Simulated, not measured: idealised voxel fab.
process module | voxel self aligned vias
Each square cell in cross-section cut measures 5 nm, and the section as a whole is 300 nm wide.
Notation: cross-section as square-cell grid; stated in bands, top first, going down; one or more cell rows per band. For a band, the entry starts with two heights in nm, that of the top and then that of the bottom, and carries on with the band's materials in order from left to right, each alongside its width in nm; the word "everywhere" beside a single material means it fills the band edge to edge, and "air" means empty space. Height 0 is the level under which the wafer as received is all one material. The lowest band goes on downwards, as in "0 nm and below". It should be noted that a width expressed as "30..40" varies in equal increments from row to row of cells within the band, taking the value of the first number at the top row and that of the second number at the bottom row. "identical to before" -> step changed no cross-section cell. "Voids, fully enclosed" means: voids of 8 cells or more that are shut off from the top with no open way through. Written width x height at distance, distance from the left edge, in nm. It should be noted that, on the line of a given step, the content following the step's settings is a remark produced by the simulator itself with respect to that step. "overlay nm" denotes, for a step that has a mask, the displacement of the mask to the right of its planned place, with negative values corresponding to the left.
-- Listed below are the process steps as planned
1. RECEIVE, material Si
2. CONFORMAL_DEP, material SiO2, thk nm 15
3. CONFORMAL_DEP, material SiCN, thk nm 5
4. DIRECTIONAL_DEP, material lowk, thk nm 20
5. MASKED_ETCH, tone open, mask id LINES, width nm 20, pitch nm 65, etch materials lowk, depth nm 30, overlay nm 0
6. CONFORMAL_DEP, material TiN, thk nm 5
7. FILL_DEP, material W, thk nm 10
8. CMP, height nm 50
9. SELECTIVE_ETCH, etch materials W Ru TiN, depth nm 5
10. FILL_DEP, material SiN, thk nm 10
11. CMP, height nm 50
12. DIRECTIONAL_DEP, material lowk, thk nm 15
13. PATTERN, tone open, mask id VIAS, material resist, width nm 40, pitch nm 65, thk nm 15, overlay nm 0
14. DIRECTIONAL_ETCH, etch materials lowk, depth nm 15
15. DIRECTIONAL_ETCH, etch materials SiN, depth nm 5
16. STRIP, etch materials resist
17. CONFORMAL_DEP, material TiN, thk nm 5
18. FILL_DEP, material Cu, thk nm 10
19. CMP, height nm 65
20. CONFORMAL_DEP, material SiN, thk nm 5
Where the wafers of this document differ is in the thk nm of step 4; they start out the same, and the plan states the value that applied to the first wafer.
-- Cross-sectional view of the first of several wafers in the as-received condition, corresponding to the state following step 1
    0 nm and below = Si everywhere
    Voids, fully enclosed: none
-- The figure below presents a cross-section of the first of several wafers at the conclusion of the module, following its last step, step 20
    70 nm to 65 nm = SiN everywhere
    65 nm to 50 nm = 65 lowk, 5 TiN, 30 Cu, 5 TiN, 25 lowk, 5 TiN, 30 Cu, 5 TiN, 25 lowk, 5 TiN, 30 Cu, 5 TiN, 65 lowk
    50 nm to 45 nm = 65 SiN, 40 TiN, 25 SiN, 40 TiN, 25 SiN, 40 TiN, 65 SiN
    45 nm to 40 nm = 80 TiN, 10 W, 55 TiN, 10 W, 55 TiN, 10 W, 80 TiN
    40 nm to 25 nm = 75 lowk, 5 TiN, 10 W, 5 TiN, 45 lowk, 5 TiN, 10 W, 5 TiN, 45 lowk, 5 TiN, 10 W, 5 TiN, 75 lowk
    25 nm to 20 nm = 75 lowk, 20 TiN, 45 lowk, 20 TiN, 45 lowk, 20 TiN, 75 lowk
    20 nm to 15 nm = SiCN everywhere
    15 nm to 0 nm = SiO2 everywhere
    0 nm and below = Si everywhere
    Voids, fully enclosed: none
-- Last wafer, end of module, cross-section
    70 nm to 65 nm = SiN everywhere
    65 nm to 55 nm = 65 lowk, 5 TiN, 30 Cu, 5 TiN, 25 lowk, 5 TiN, 30 Cu, 5 TiN, 25 lowk, 5 TiN, 30 Cu, 5 TiN, 65 lowk
    55 nm to 50 nm = 65 lowk, 15 TiN, 10 Cu, 15 TiN, 25 lowk, 15 TiN, 10 Cu, 15 TiN, 25 lowk, 15 TiN, 10 Cu, 15 TiN, 65 lowk
    50 nm to 45 nm = 75 lowk, 20 TiN, 45 lowk, 20 TiN, 45 lowk, 20 TiN, 75 lowk
    45 nm to 40 nm = 75 lowk, 5 TiN, 10 W, 5 TiN, 45 lowk, 5 TiN, 10 W, 5 TiN, 45 lowk, 5 TiN, 10 W, 5 TiN, 75 lowk
    40 nm to 35 nm = 75 lowk, 20 TiN, 45 lowk, 20 TiN, 45 lowk, 20 TiN, 75 lowk
    35 nm to 20 nm = lowk everywhere
    20 nm to 15 nm = SiCN everywhere
    15 nm to 0 nm = SiO2 everywhere
    0 nm and below = Si everywhere
    Voids, fully enclosed: none
-- Below: a row per wafer. Contents at end of module: for every material, cells gained since receipt (+) or lost since receipt (-); then closed voids
thk nm 20, +54 Cu, +60 SiCN, +96 SiN, +180 SiO2, +126 TiN, +24 W, +300 lowk, Voids, fully enclosed: none
thk nm 25, +54 Cu, +60 SiCN, +96 SiN, +180 SiO2, +78 TiN, +24 W, +348 lowk, Voids, fully enclosed: none
thk nm 30, +42 Cu, +60 SiCN, +60 SiN, +180 SiO2, +78 TiN, +24 W, +396 lowk, Voids, fully enclosed: none
thk nm 35, +42 Cu, +60 SiCN, +60 SiN, +180 SiO2, +72 TiN, +18 W, +408 lowk, Voids, fully enclosed: none
thk nm 40, +42 Cu, +60 SiCN, +60 SiN, +180 SiO2, +66 TiN, +12 W, +420 lowk, Voids, fully enclosed: none
thk nm 45, +42 Cu, +60 SiCN, +60 SiN, +180 SiO2, +60 TiN, +6 W, +432 lowk, Voids, fully enclosed: none
